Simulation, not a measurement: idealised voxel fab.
The following process module bears the name voxel released beams.
Each square cell in cross-section cut measures 5 nm, and the section as a whole is 230 nm wide.
A cross-section in this document is a grid of square cells, and it is written down as bands, the top band listed before the ones below it; a band is made up of one or more rows of cells. Band: top and bottom heights (nm) first, top before bottom; then materials from left to right, widths in nm. "full width" marks a sole material filling the band edge to edge. "blank" denotes empty space. We count height from 0. Below that, the starting wafer is all one material. The lowest band never ends at the bottom but goes on down; see "from 0 down" for how that is written. Think of "30..40" as a width that walks from the first number to the second as you go down the band, top row to bottom row, taking equal-sized steps from row to row. Step note "no alteration" = no cross-section cell changed. Entry "Closed-off voids" = empty spaces >= 8 cells with no open way to the top; each as width x height at distance, distance from left edge, all nm. Step line, after settings: the simulator's comment on this step. overlay nm, on a step with a mask: how far to the right of its planned place the mask lay; to the left if negative.
### These are the steps we planned for the process
| 1 | RECEIVE | material Si |
| 2 | CONFORMAL_DEP | material SiN | thk nm 5 |
| 3 | DIRECTIONAL_DEP | material SiO2 | thk nm 20 |
| 4 | DIRECTIONAL_DEP | material aC | thk nm 10 |
| 5 | PATTERN | tone open | mask id ANCHOR | material resist | width nm 25 | thk nm 30 | overlay nm 0 |
| 6 | DIRECTIONAL_ETCH | etch materials aC | depth nm 10 |
| 7 | STRIP | etch materials resist |
| 8 | DIRECTIONAL_ETCH | etch materials SiO2 | depth nm 20 |
| 9 | STRIP | etch materials aC |
| 10 | CONFORMAL_DEP | material polySi | thk nm 10 |
| 11 | DIRECTIONAL_DEP | material aC | thk nm 15 |
| 12 | PATTERN | tone cover | mask id BEAM | material resist | width nm 110 | thk nm 30 | overlay nm 0 |
| 13 | DIRECTIONAL_ETCH | etch materials aC | depth nm 15 |
| 14 | STRIP | etch materials resist |
| 15 | DIRECTIONAL_ETCH | etch materials polySi | depth nm 10 |
| 16 | STRIP | etch materials aC |
| 17 | STRIP | etch materials SiO2 |
### Wafer at receipt (post step 1), cross-section
* from 0 down  Si full width
* Closed-off voids: none
### What the wafer looks like in cross-section after this module, when it starts as shown above and follows the plan above but one mistake is made in running it
* from 35 to 25  blank=55  polySi=25  blank=5  polySi=80  blank=65
* from 25 to 15  blank=70  polySi=10  blank=5  polySi=10  blank=135
* from 15 to 5  blank=70  polySi=25  blank=135
* from 5 to 0  SiN full width
* from 0 down  Si full width
* Closed-off voids: none
Plan not followed: step 5 did not use the planned setting and instead ran as PATTERN | tone open | mask id ANCHOR | material resist | width nm 25 | thk nm 30 | overlay nm 10
